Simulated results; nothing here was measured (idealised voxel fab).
Documented hereafter: the process module known as voxel released beams.
cross-section cut | 240 nm wide | cells 5 nm
Format of a cross-section: grid, square cells. Given as bands. Order: top down. Band: one or more rows of cells. Basically the band line says how high the top is and how high the bottom is, in nm, and then what's in it from left to right, every material with its width in nm. Empty space shows up as "blank", and if a single material carries "everywhere" it runs the full band edge to edge. Below 0: as-received wafer, all one material; heights counted from there. Lowest band: no bottom, goes on down, written "0..down". Quick explanation for "30->40": the width changes in equal steps down the rows of cells, from the first number in the band's top row to the second number in its bottom row. "identical to before" after a step means that no cell of the cross-section changed. You'll see "Closed void list" listing empty spaces that have no way open to the top, as long as they're 8 cells or more; the notation is width x height at distance, where the distance is from the left edge, and all of it is in nm. Formally, on a step line, whatever follows the settings is a remark that the simulator itself makes on the step. overlay nm: for a step with a mask, the amount by which the mask lay right of where it was planned; a negative amount means left of it.
Process steps - plan
1: RECEIVE: material Si
2: CONFORMAL_DEP: material Al2O3, thk nm 5
3: DIRECTIONAL_DEP: material SiO2, thk nm 20
4: DIRECTIONAL_DEP: material aC, thk nm 15
5: PATTERN: tone open, mask id ANCHOR, material resist, width nm 45, thk nm 35, overlay nm 0
6: DIRECTIONAL_ETCH: etch materials aC, depth nm 15
7: STRIP: etch materials resist
8: DIRECTIONAL_ETCH: etch materials SiO2, depth nm 20
9: STRIP: etch materials aC
10: CONFORMAL_DEP: material polySi, thk nm 15
11: MASKED_ETCH: tone cover, mask id BEAM, width nm 100, etch materials polySi, depth nm 15, overlay nm -15
12: STRIP: etch materials SiO2
For clarity, it should be stated that the wafers under discussion commence in an identical condition and differ with respect to the overlay nm of step 11, the plan indicating the value that the first wafer had.
Cross-section, first of several wafers, as delivered after step 1
> 0..down: Si everywhere
> Closed void list: none
Per-wafer rows below. For each material: cells gained (+) or lost (-) since the wafer was received, as of end of module. Then: closed voids
overlay nm -15 | +48 Al2O3 | +84 polySi | Closed void list: none
overlay nm -10 | +48 Al2O3 | +84 polySi | Closed void list: none
overlay nm -5 | +48 Al2O3 | +84 polySi | Closed void list: none
overlay nm 0 | +48 Al2O3 | +84 polySi | Closed void list: none
overlay nm 5 | +48 Al2O3 | +84 polySi | Closed void list: none
overlay nm 10 | +48 Al2O3 | +84 polySi | Closed void list: none
overlay nm 15 | +48 Al2O3 | +84 polySi | Closed void list: none
